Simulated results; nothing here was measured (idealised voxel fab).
process module | voxel ribs on slabs
cross-section cut | 140 nm wide | cells 5 nm
A cross-section is a grid of square cells, given in bands from the top down. A band is one or more rows of cells.
Each band's line starts with the height of the band's top and of its bottom, in nm. Then come its materials from left to right, each with its width in nm. One material with "throughout" fills the band from edge to edge. "air" is empty space.
Height 0 is the level under which the wafer as received is all one material. The lowest band goes on downwards, as in "0 down".
A width such as "30 to 40" changes by the same amount from each row of cells to the next, from the band's top row to its bottom row.
"no change" after a step means that no cell of the cross-section changed.
closed voids: empty space of 8 cells or more with no open way to the top, each as width x height at its distance from the left edge, in nm
after a step's settings: what the simulator itself notes on the step
overlay nm, on a step with a mask: how far to the right of its planned place the mask lay; to the left if negative
plan
1 op RECEIVE | material Si
2 op DIRECTIONAL_DEP | material SiO2 | thk nm 30
3 op DIRECTIONAL_DEP | material polySi | thk nm 15
4 op MASKED_ETCH | tone cover | mask id RIB | width nm 30 | etch materials polySi | depth nm 5 | overlay nm 0
5 op PATTERN | tone cover | mask id SLAB | material resist | width nm 90 | thk nm 15 | overlay nm 0
6 op DIRECTIONAL_ETCH | etch materials polySi | depth nm 10
7 op STRIP | etch materials resist
8 op FILL_DEP | material SiO2 | thk nm 30
9 op CMP | height nm 65
10 op DIRECTIONAL_DEP | material W | thk nm 10
11 op PATTERN | tone cover | mask id HEATER | material resist | width nm 40 | thk nm 15 | overlay nm 0
12 op DIRECTIONAL_ETCH | etch materials W | depth nm 10
13 op STRIP | etch materials resist
14 op CONFORMAL_DEP | material SiO2 | thk nm 10
as received, after step 1
  0 down: Si throughout
  closed voids: none
first wafer at the end, as planned
  85 to 75: air 40 | SiO2 60 | air 40
  75 to 65: SiO2 50 | W 40 | SiO2 50
  65 to 45: SiO2 throughout
  45 to 40: SiO2 55 | polySi 30 | SiO2 55
  40 to 30: SiO2 25 | polySi 90 | SiO2 25
  30 to 0: SiO2 throughout
  0 down: Si throughout
  closed voids: none
second wafer at the end: like start, like plan, one mistake
  85 to 75: air 40 | SiO2 60 | air 40
  75 to 65: SiO2 50 | W 40 | SiO2 50
  65 to 45: SiO2 throughout
  45 to 40: SiO2 50 | polySi 30 | SiO2 60
  40 to 30: SiO2 25 | polySi 90 | SiO2 25
  30 to 0: SiO2 throughout
  0 down: Si throughout
  closed voids: none
what went wrong: step 4 ran as: op MASKED_ETCH | tone cover | mask id RIB | width nm 30 | etch materials polySi | depth nm 5 | overlay nm -5
at the end the second wafer has, in cells: as many of each material as the first, in other places
